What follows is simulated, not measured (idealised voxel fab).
The following process module bears the name voxel wiring stack.
Cross-section cut spans 195 nm and uses square cells 5 nm in size.
Just so we're on the same page, the cross-sections are grids of square cells, and they're listed out in bands top to bottom, each band one or more rows deep. Quick guide to a band line: top height, bottom height (nm) up front; then every material left to right with its width in nm. Only one material and it's marked "throughout"? Then it fills the band edge to edge. And "blank" just means empty space. Basically, 0 is our baseline, since under it the wafer straight out of the box is all one material. The bottom band has no lower end and keeps on going down, so it looks like "0 down". Quick explanation for "30 to 40": the width changes in equal steps down the rows of cells, from the first number in the band's top row to the second number in its bottom row. It should be understood that the words "all unchanged", when stated for a given step, signify that the cross-section underwent no change in any of its cells during that step. This entry, "Sealed void inventory", enumerates those empty regions of no fewer than 8 cells that possess no open connection to the top. Each region is reported in the form width x height at distance, the distance being taken from the left edge, with all three quantities expressed in nm. Whatever follows a step's settings on its line is a remark the simulator itself makes about that step. Steps that use a mask can have "overlay nm" on their line. It says how far the mask sat to the right of where it was meant to be. Negative means to the left.
### Steps planned for the process
1 RECEIVE: material Si
2 CONFORMAL_DEP: material SiO2, thk nm 10
3 DIRECTIONAL_DEP: material TiN, thk nm 5
4 DIRECTIONAL_DEP: material W, thk nm 20
5 MASKED_ETCH: tone cover, mask id METAL_1, width nm 25, pitch nm 40, etch materials W, depth nm 20, overlay nm 0
6 MASKED_ETCH: tone cover, mask id METAL_1, width nm 25, pitch nm 40, etch materials TiN, depth nm 5, overlay nm 0
7 CONFORMAL_DEP: material SiN, thk nm 5
8 FILL_DEP: material lowk, thk nm 5
9 CMP: height nm 35
10 CONFORMAL_DEP: material SiCN, thk nm 5
11 DIRECTIONAL_DEP: material lowk, thk nm 15
12 MASKED_ETCH: tone open, mask id PLUG_1, width nm 15, pitch nm 40, etch materials lowk, depth nm 15, overlay nm 0
13 MASKED_ETCH: tone open, mask id PLUG_1, width nm 15, pitch nm 40, etch materials SiCN, depth nm 5, overlay nm 0
14 EPI: material Ru, thk nm 10
15 EPI: material Ru, thk nm 10
16 CONFORMAL_DEP: material SiCN, thk nm 5
17 DIRECTIONAL_DEP: material SiO2, thk nm 20
18 PATTERN: tone open, mask id METAL_2, material resist, width nm 25, pitch nm 40, thk nm 20, overlay nm 0
19 DIRECTIONAL_ETCH: etch materials SiO2, depth nm 20
20 DIRECTIONAL_ETCH: etch materials SiCN, depth nm 5
21 STRIP: etch materials resist
22 CONFORMAL_DEP: material TiN, thk nm 5
23 FILL_DEP: material Ru, thk nm 5
24 CMP: height nm 80
25 CONFORMAL_DEP: material SiCN, thk nm 5
### On the first of the two wafers: run conducted according to plan
### Cross-section of the incoming wafer, state after step 1
> 0 down  Si throughout
> Sealed void inventory: none
### Sectional view: wafer, after step 2
> 10 to 0  SiO2 throughout
> Below 0 it's all the same as before, nothing changed down there.
### Sectional view: wafer, after step 3
> 15 to 10  TiN throughout
> Below 10 it's all the same as before, nothing changed down there.
### Sectional view: wafer, after step 4
> 35 to 15  W throughout
> Below 15 it's all the same as before, nothing changed down there.
### Sectional view: wafer, after step 5
> 35 to 15  blank=25, W=25, blank=15, W=25, blank=15, W=25, blank=15, W=25, blank=25
> Below 15 it's all the same as before, nothing changed down there.
### Sectional view: wafer, after step 6
> 35 to 15  blank=25, W=25, blank=15, W=25, blank=15, W=25, blank=15, W=25, blank=25
> 15 to 10  blank=25, TiN=25, blank=15, TiN=25, blank=15, TiN=25, blank=15, TiN=25, blank=25
> Below 10 it's all the same as before, nothing changed down there.
### Sectional view: wafer, after step 7
> 40 to 35  blank=20, SiN=35, blank=5, SiN=35, blank=5, SiN=35, blank=5, SiN=35, blank=20
> 35 to 15  blank=20, SiN=5, W=25, SiN=5, blank=5, SiN=5, W=25, SiN=5, blank=5, SiN=5, W=25, SiN=5, blank=5, SiN=5, W=25, SiN=5, blank=20
> 15 to 10  SiN=25, TiN=25, SiN=15, TiN=25, SiN=15, TiN=25, SiN=15, TiN=25, SiN=25
> Below 10 it's all the same as before, nothing changed down there.
### Sectional view: wafer, after step 8
> 45 to 40  lowk throughout
> 40 to 35  lowk=20, SiN=35, lowk=5, SiN=35, lowk=5, SiN=35, lowk=5, SiN=35, lowk=20
> 35 to 15  lowk=20, SiN=5, W=25, SiN=5, lowk=5, SiN=5, W=25, SiN=5, lowk=5, SiN=5, W=25, SiN=5, lowk=5, SiN=5, W=25, SiN=5, lowk=20
> Below 15 it's all the same as before, nothing changed down there.
### Sectional view: wafer, after step 9
> 35 to 15  lowk=20, SiN=5, W=25, SiN=5, lowk=5, SiN=5, W=25, SiN=5, lowk=5, SiN=5, W=25, SiN=5, lowk=5, SiN=5, W=25, SiN=5, lowk=20
> Below 15 it's all the same as before, nothing changed down there.
### Sectional view: wafer, after step 10
> 40 to 35  SiCN throughout
> Below 35 it's all the same as before, nothing changed down there.
### Sectional view: wafer, after step 11
> 55 to 40  lowk throughout
> Below 40 it's all the same as before, nothing changed down there.
### Sectional view: wafer, after step 12
> 55 to 40  lowk=25, blank=15, lowk=25, blank=15, lowk=25, blank=15, lowk=25, blank=15, lowk=35
> Below 40 it's all the same as before, nothing changed down there.
### Sectional view: wafer, after step 13
> 55 to 40  lowk=25, blank=15, lowk=25, blank=15, lowk=25, blank=15, lowk=25, blank=15, lowk=35
> 40 to 35  SiCN=25, blank=15, SiCN=25, blank=15, SiCN=25, blank=15, SiCN=25, blank=15, SiCN=35
> Below 35 it's all the same as before, nothing changed down there.
### Sectional view: wafer, after step 14
> 55 to 45  lowk=25, blank=15, lowk=25, blank=15, lowk=25, blank=15, lowk=25, blank=15, lowk=35
> 45 to 40  lowk=25, Ru=15, lowk=25, Ru=15, lowk=25, Ru=15, lowk=25, Ru=15, lowk=35
> 40 to 35  SiCN=25, Ru=15, SiCN=25, Ru=15, SiCN=25, Ru=15, SiCN=25, Ru=15, SiCN=35
> Below 35 it's all the same as before, nothing changed down there.
### Sectional view: wafer, after step 15
> 55 to 40  lowk=25, Ru=15, lowk=25, Ru=15, lowk=25, Ru=15, lowk=25, Ru=15, lowk=35
> Below 40 it's all the same as before, nothing changed down there.
### Sectional view: wafer, after step 16
> 60 to 55  SiCN throughout
> Below 55 it's all the same as before, nothing changed down there.
### Sectional view: wafer, after step 17
> 80 to 60  SiO2 throughout
> Below 60 it's all the same as before, nothing changed down there.
### Sectional view: wafer, after step 18
> 100 to 80  resist=25, blank=25, resist=15, blank=25, resist=15, blank=25, resist=15, blank=25, resist=25
> Below 80 it's all the same as before, nothing changed down there.
### Sectional view: wafer, after step 19
> 100 to 80  resist=25, blank=25, resist=15, blank=25, resist=15, blank=25, resist=15, blank=25, resist=25
> 80 to 60  SiO2=25, blank=25, SiO2=15, blank=25, SiO2=15, blank=25, SiO2=15, blank=25, SiO2=25
> Below 60 it's all the same as before, nothing changed down there.
### Sectional view: wafer, after step 20
> 100 to 80  resist=25, blank=25, resist=15, blank=25, resist=15, blank=25, resist=15, blank=25, resist=25
> 80 to 60  SiO2=25, blank=25, SiO2=15, blank=25, SiO2=15, blank=25, SiO2=15, blank=25, SiO2=25
> 60 to 55  SiCN=25, blank=25, SiCN=15, blank=25, SiCN=15, blank=25, SiCN=15, blank=25, SiCN=25
> Below 55 it's all the same as before, nothing changed down there.
### Sectional view: wafer, after step 21
> 80 to 60  SiO2=25, blank=25, SiO2=15, blank=25, SiO2=15, blank=25, SiO2=15, blank=25, SiO2=25
> Below 60 it's all the same as before, nothing changed down there.
### Sectional view: wafer, after step 22
> 85 to 80  TiN=30, blank=15, TiN=25, blank=15, TiN=25, blank=15, TiN=25, blank=15, TiN=30
> 80 to 60  SiO2=25, TiN=5, blank=15, TiN=5, SiO2=15, TiN=5, blank=15, TiN=5, SiO2=15, TiN=5, blank=15, TiN=5, SiO2=15, TiN=5, blank=15, TiN=5, SiO2=25
> 60 to 55  SiCN=25, TiN=25, SiCN=15, TiN=25, SiCN=15, TiN=25, SiCN=15, TiN=25, SiCN=25
> Below 55 it's all the same as before, nothing changed down there.
### Sectional view: wafer, after step 23
> 90 to 85  Ru throughout
> 85 to 80  TiN=30, Ru=15, TiN=25, Ru=15, TiN=25, Ru=15, TiN=25, Ru=15, TiN=30
> 80 to 60  SiO2=25, TiN=5, Ru=15, TiN=5, SiO2=15, TiN=5, Ru=15, TiN=5, SiO2=15, TiN=5, Ru=15, TiN=5, SiO2=15, TiN=5, Ru=15, TiN=5, SiO2=25
> Below 60 it's all the same as before, nothing changed down there.
### Sectional view: wafer, after step 24
> 80 to 60  SiO2=25, TiN=5, Ru=15, TiN=5, SiO2=15, TiN=5, Ru=15, TiN=5, SiO2=15, TiN=5, Ru=15, TiN=5, SiO2=15, TiN=5, Ru=15, TiN=5, SiO2=25
> Below 60 it's all the same as before, nothing changed down there.
### Sectional view: wafer, after step 25
> 85 to 80  SiCN throughout
> Below 80 it's all the same as before, nothing changed down there.
### Second wafer. Start and plan as for the first. One mistake made in running. Agrees with the first up to and including step 17
### The second wafer cut through, at the time step 18 was supposed to be finished
> 100 to 80  resist=35, blank=25, resist=15, blank=25, resist=15, blank=25, resist=15, blank=25, resist=15
> Below 80 it's all the same as before, nothing changed down there.
### The second wafer cut through, at the time step 19 was supposed to be finished
> 100 to 80  resist=35, blank=25, resist=15, blank=25, resist=15, blank=25, resist=15, blank=25, resist=15
> 80 to 60  SiO2=35, blank=25, SiO2=15, blank=25, SiO2=15, blank=25, SiO2=15, blank=25, SiO2=15
> Below 60 it's all the same as before, nothing changed down there.
### The second wafer cut through, at the time step 20 was supposed to be finished
> 100 to 80  resist=35, blank=25, resist=15, blank=25, resist=15, blank=25, resist=15, blank=25, resist=15
> 80 to 60  SiO2=35, blank=25, SiO2=15, blank=25, SiO2=15, blank=25, SiO2=15, blank=25, SiO2=15
> 60 to 55  SiCN=35, blank=25, SiCN=15, blank=25, SiCN=15, blank=25, SiCN=15, blank=25, SiCN=15
> Below 55 it's all the same as before, nothing changed down there.
### The second wafer cut through, at the time step 21 was supposed to be finished
> 80 to 60  SiO2=35, blank=25, SiO2=15, blank=25, SiO2=15, blank=25, SiO2=15, blank=25, SiO2=15
> Below 60 it's all the same as before, nothing changed down there.
### The second wafer cut through, at the time step 22 was supposed to be finished
> 85 to 80  TiN=40, blank=15, TiN=25, blank=15, TiN=25, blank=15, TiN=25, blank=15, TiN=20
> 80 to 60  SiO2=35, TiN=5, blank=15, TiN=5, SiO2=15, TiN=5, blank=15, TiN=5, SiO2=15, TiN=5, blank=15, TiN=5, SiO2=15, TiN=5, blank=15, TiN=5, SiO2=15
> 60 to 55  SiCN=35, TiN=25, SiCN=15, TiN=25, SiCN=15, TiN=25, SiCN=15, TiN=25, SiCN=15
> Below 55 it's all the same as before, nothing changed down there.
### The second wafer cut through, at the time step 23 was supposed to be finished
> 90 to 85  Ru throughout
> 85 to 80  TiN=40, Ru=15, TiN=25, Ru=15, TiN=25, Ru=15, TiN=25, Ru=15, TiN=20
> 80 to 60  SiO2=35, TiN=5, Ru=15, TiN=5, SiO2=15, TiN=5, Ru=15, TiN=5, SiO2=15, TiN=5, Ru=15, TiN=5, SiO2=15, TiN=5, Ru=15, TiN=5, SiO2=15
> Below 60 it's all the same as before, nothing changed down there.
### The second wafer cut through, at the time step 24 was supposed to be finished
> 80 to 60  SiO2=35, TiN=5, Ru=15, TiN=5, SiO2=15, TiN=5, Ru=15, TiN=5, SiO2=15, TiN=5, Ru=15, TiN=5, SiO2=15, TiN=5, Ru=15, TiN=5, SiO2=15
> Below 60 it's all the same as before, nothing changed down there.
### The second wafer cut through, at the time step 25 was supposed to be finished
> 85 to 80  SiCN throughout
> Below 80 it's all the same as before, nothing changed down there.
Error vs. plan: step 18 ran differently from the plan; actual operation with settings: PATTERN: tone open, mask id METAL_2, material resist, width nm 25, pitch nm 40, thk nm 20, overlay nm 10
Both wafers, final: cells per material equal; arrangement not.
